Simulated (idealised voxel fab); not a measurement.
Process module in this document: voxel ribs on slabs
cross-section cut | 270 nm wide | cells 5 nm
Throughout this document, each cross-section is represented as a grid of square cells and is presented as a sequence of bands enumerated from the top downward, where a band comprises one or more rows of cells.
Quick guide to a band line: top height, bottom height (nm) up front; then every material left to right with its width in nm. Only one material and it's marked "throughout"? Then it fills the band edge to edge. And "blank" just means empty space.
Height 0 is the level under which the wafer as received is all one material. The lowest band goes on downwards, as in "0 and below".
Width "30..40": first value at the band's top row of cells, second value at its bottom row, equal change from row to row.
Given "no modifications" for a step, no cell of the cross-section differs between before and after that step.
You'll see "Enclosed void list" listing empty spaces that have no way open to the top, as long as they're 8 cells or more; the notation is width x height at distance, where the distance is from the left edge, and all of it is in nm.
Note: text after step settings on the step line = simulator remark on that step.
Each step line may optionally specify "overlay nm", which for a step with a mask gives the rightward distance between the mask's planned place and where it lay, a negative value indicating the leftward direction.

**These are the steps we planned for the process**
1 RECEIVE | material Si
2 DIRECTIONAL_DEP | material SiO2 | thk nm 30
3 DIRECTIONAL_DEP | material polySi | thk nm 25
4 MASKED_ETCH | tone cover | mask id RIB | width nm 20 | etch materials polySi | depth nm 20 | overlay nm 0
5 PATTERN | tone cover | mask id SLAB | material resist | width nm 70 | thk nm 20 | overlay nm -15
6 DIRECTIONAL_ETCH | etch materials polySi | depth nm 5
7 STRIP | etch materials resist
8 FILL_DEP | material SiO2 | thk nm 20
9 CMP | height nm 65
10 DIRECTIONAL_DEP | material TiN | thk nm 10
11 DIRECTIONAL_DEP | material aC | thk nm 10
12 PATTERN | tone cover | mask id HEATER | material resist | width nm 30 | thk nm 30 | overlay nm 0
13 DIRECTIONAL_ETCH | etch materials aC | depth nm 10
14 STRIP | etch materials resist
15 DIRECTIONAL_ETCH | etch materials TiN | depth nm 10
16 STRIP | etch materials aC
17 CONFORMAL_DEP | material SiO2 | thk nm 10
Wafers differ in overlay nm at step 5; plan lists the first wafer's value; identical starting state.

**The as-received cross-section of the first of several wafers corresponds to the state after step 1**
- 0 and below  Si throughout
- Enclosed void list: none

**Take any row and you have a wafer at the end of the module: how many cells of each material it has gained (+) or lost (-) since it was received, and then its closed voids**
overlay nm -15, +788 SiO2, +12 TiN, +30 polySi, Enclosed void list: none
overlay nm -10, +788 SiO2, +12 TiN, +30 polySi, Enclosed void list: none
overlay nm -5, +788 SiO2, +12 TiN, +30 polySi, Enclosed void list: none
overlay nm 0, +788 SiO2, +12 TiN, +30 polySi, Enclosed void list: none
overlay nm 5, +788 SiO2, +12 TiN, +30 polySi, Enclosed void list: none
overlay nm 10, +788 SiO2, +12 TiN, +30 polySi, Enclosed void list: none
overlay nm 15, +788 SiO2, +12 TiN, +30 polySi, Enclosed void list: none
